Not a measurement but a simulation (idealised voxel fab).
Process module name: voxel transistor to metal
FYI the section here is cut, 295 nm wide, cells are 5 nm squares.
The cross-sections in this document take the form of a grid made of square cells. They are written out as bands, in order from top to bottom. Each band consists of one or more rows of cells. Heads up on the band format: heights come first, top then bottom, in nm. After that it's the materials left to right, each with its width in nm. A single material flagged "everywhere" fills the whole band edge to edge, and "empty" means there's empty space there. Height reference: 0 = level under which incoming wafer is all one material. Lowest band: no bottom, runs on downward, e.g. "top 0, no bottom". You'd read "30->40" like this: the band's top row of cells is as wide as the first number, its bottom row is as wide as the second, and going down, every row changes width by the same amount as the row before did. A step reported as "same as before" is a step in which no cell of the cross-section changed. You'll see "Voids, enclosed" listing empty spaces that have no way open to the top, as long as they're 8 cells or more; the notation is width x height at distance, where the distance is from the left edge, and all of it is in nm. Post-settings text on a step line: simulator's own remark regarding the step. Regarding "overlay nm": on a step with a mask, it is the distance the mask lay to the right of its planned place; a negative value places it to the left.

PROCESS STEPS (PLANNED)
step 1: RECEIVE, material Si
step 2: OXIDIZE, depth nm 5
step 3: CONFORMAL_DEP, material SiN, thk nm 15
step 4: DIRECTIONAL_DEP, material aC, thk nm 10
step 5: PATTERN, tone cover, mask id ACTIVE, material resist, width nm 95, pitch nm 125, thk nm 30, overlay nm 0
step 6: DIRECTIONAL_ETCH, etch materials aC, depth nm 10
step 7: STRIP, etch materials resist
step 8: DIRECTIONAL_ETCH, etch materials SiN, depth nm 15
step 9: DIRECTIONAL_ETCH, etch materials SiO2, depth nm 5
step 10: DIRECTIONAL_ETCH, etch materials Si, depth nm 35
step 11: STRIP, etch materials aC
step 12: OXIDIZE, depth nm 5
step 13: FILL_DEP, material SiO2, thk nm 15
step 14: CMP, height nm 15
step 15: SELECTIVE_ETCH, etch materials SiO2, depth nm 5
step 16: STRIP, etch materials SiN
step 17: SELECTIVE_ETCH, etch materials SiO2, depth nm 5
step 18: OXIDIZE, depth nm 5
step 19: DIRECTIONAL_DEP, material polySi, thk nm 30
step 20: DIRECTIONAL_DEP, material SiCN, thk nm 15
step 21: MASKED_ETCH, tone cover, mask id GATE, width nm 25, pitch nm 125, etch materials SiCN, depth nm 25, overlay nm 0
step 22: MASKED_ETCH, tone cover, mask id GATE, width nm 25, pitch nm 125, etch materials polySi, depth nm 40, overlay nm 0
step 23: CONFORMAL_DEP, material SiN, thk nm 5
step 24: DIRECTIONAL_ETCH, etch materials SiN, depth nm 5
step 25: DIRECTIONAL_ETCH, etch materials SiO2, depth nm 5
step 26: EPI, material nSi, thk nm 5
step 27: FILL_DEP, material SiO2, thk nm 5
step 28: CMP, height nm 40
step 29: DIRECTIONAL_DEP, material SiO2, thk nm 10
step 30: DIRECTIONAL_DEP, material aC, thk nm 10
step 31: PATTERN, tone open, mask id CONTACT, material resist, width nm 25, thk nm 30, overlay nm 0
step 32: DIRECTIONAL_ETCH, etch materials aC, depth nm 10
step 33: STRIP, etch materials resist
step 34: DIRECTIONAL_ETCH, etch materials SiO2, depth nm 55
step 35: STRIP, etch materials aC
step 36: CONFORMAL_DEP, material TiN, thk nm 5
step 37: FILL_DEP, material Ru, thk nm 10
step 38: CMP, height nm 50
step 39: DIRECTIONAL_DEP, material TiN, thk nm 5
step 40: DIRECTIONAL_DEP, material W, thk nm 15
step 41: DIRECTIONAL_DEP, material aC, thk nm 15
step 42: PATTERN, tone cover, mask id METAL_1, material resist, width nm 15, thk nm 35, overlay nm 0
step 43: DIRECTIONAL_ETCH, etch materials aC, depth nm 15
step 44: STRIP, etch materials resist
step 45: DIRECTIONAL_ETCH, etch materials W, depth nm 15
step 46: DIRECTIONAL_ETCH, etch materials TiN, depth nm 5
step 47: STRIP, etch materials aC
step 48: FILL_DEP, material SiO2, thk nm 5
step 49: CMP, height nm 70
step 50: CONFORMAL_DEP, material SiN, thk nm 5

CROSS-SECTION OF THE WAFER UPON ARRIVAL, REPRESENTING THE STATE REACHED AFTER STEP 1
	top 0, no bottom | Si everywhere
	Voids, enclosed: none

THE MODULE WAS RUN FROM THE START SHOWN ABOVE USING THE PLAN SHOWN ABOVE, BUT ONE MISTAKE WAS MADE DOING IT; THE RESULTING WAFER CROSS-SECTION IS BELOW
	top 75, bottom 70 | SiN everywhere
	top 70, bottom 55 | SiO2: 40 / W: 15 / SiO2: 55 / W: 15 / SiO2: 40 / W: 15 / SiO2: 55 / W: 15 / SiO2: 45
	top 55, bottom 50 | SiO2: 40 / TiN: 15 / SiO2: 55 / TiN: 15 / SiO2: 40 / TiN: 15 / SiO2: 55 / TiN: 15 / SiO2: 45
	top 50, bottom 40 | SiO2: 40 / W: 5 / Ru: 15 / W: 5 / SiO2: 35 / W: 5 / Ru: 15 / W: 5 / SiO2: 40 / W: 5 / Ru: 15 / W: 5 / SiO2: 35 / W: 5 / Ru: 15 / W: 5 / SiO2: 45
	top 40, bottom 25 | SiO2: 40 / W: 5 / Ru: 15 / W: 5 / SiN: 5 / SiCN: 25 / SiN: 5 / W: 5 / Ru: 15 / W: 5 / SiO2: 40 / W: 5 / Ru: 15 / W: 5 / SiN: 5 / SiCN: 25 / SiN: 5 / W: 5 / Ru: 15 / W: 5 / SiO2: 45
	top 25, bottom 5 | SiO2: 40 / W: 5 / Ru: 15 / W: 5 / SiN: 5 / polySi: 25 / SiN: 5 / W: 5 / Ru: 15 / W: 5 / SiO2: 40 / W: 5 / Ru: 15 / W: 5 / SiN: 5 / polySi: 25 / SiN: 5 / W: 5 / Ru: 15 / W: 5 / SiO2: 45
	top 5, bottom 0 | SiO2: 30 / SiN: 5 / SiO2: 5 / W: 5 / Ru: 15 / W: 5 / SiN: 5 / polySi: 25 / SiN: 5 / W: 5 / Ru: 15 / W: 5 / SiO2: 5 / SiN: 5 / SiO2: 20 / SiN: 5 / SiO2: 5 / W: 5 / Ru: 15 / W: 5 / SiN: 5 / polySi: 25 / SiN: 5 / W: 5 / Ru: 15 / W: 5 / SiO2: 5 / SiN: 5 / SiO2: 35
	top 0, bottom -5 | SiO2: 30 / SiN: 5 / SiO2: 5 / W: 25 / SiN: 5 / polySi: 25 / SiN: 5 / W: 25 / SiO2: 5 / SiN: 5 / SiO2: 20 / SiN: 5 / SiO2: 5 / W: 25 / SiN: 5 / polySi: 25 / SiN: 5 / W: 25 / SiO2: 5 / SiN: 5 / SiO2: 35
	top -5, bottom -10 | SiO2: 35 / nSi: 30 / SiO2: 35 / nSi: 30 / SiO2: 30 / nSi: 30 / SiO2: 35 / nSi: 30 / SiO2: 40
	top -10, bottom -45 | SiO2: 40 / Si: 85 / SiO2: 40 / Si: 85 / SiO2: 45
	top -45, no bottom | Si everywhere
	Voids, enclosed: none
Here's what went sideways: step 36 ran with different settings than intended, the actual operation and settings being CONFORMAL_DEP, material W, thk nm 5
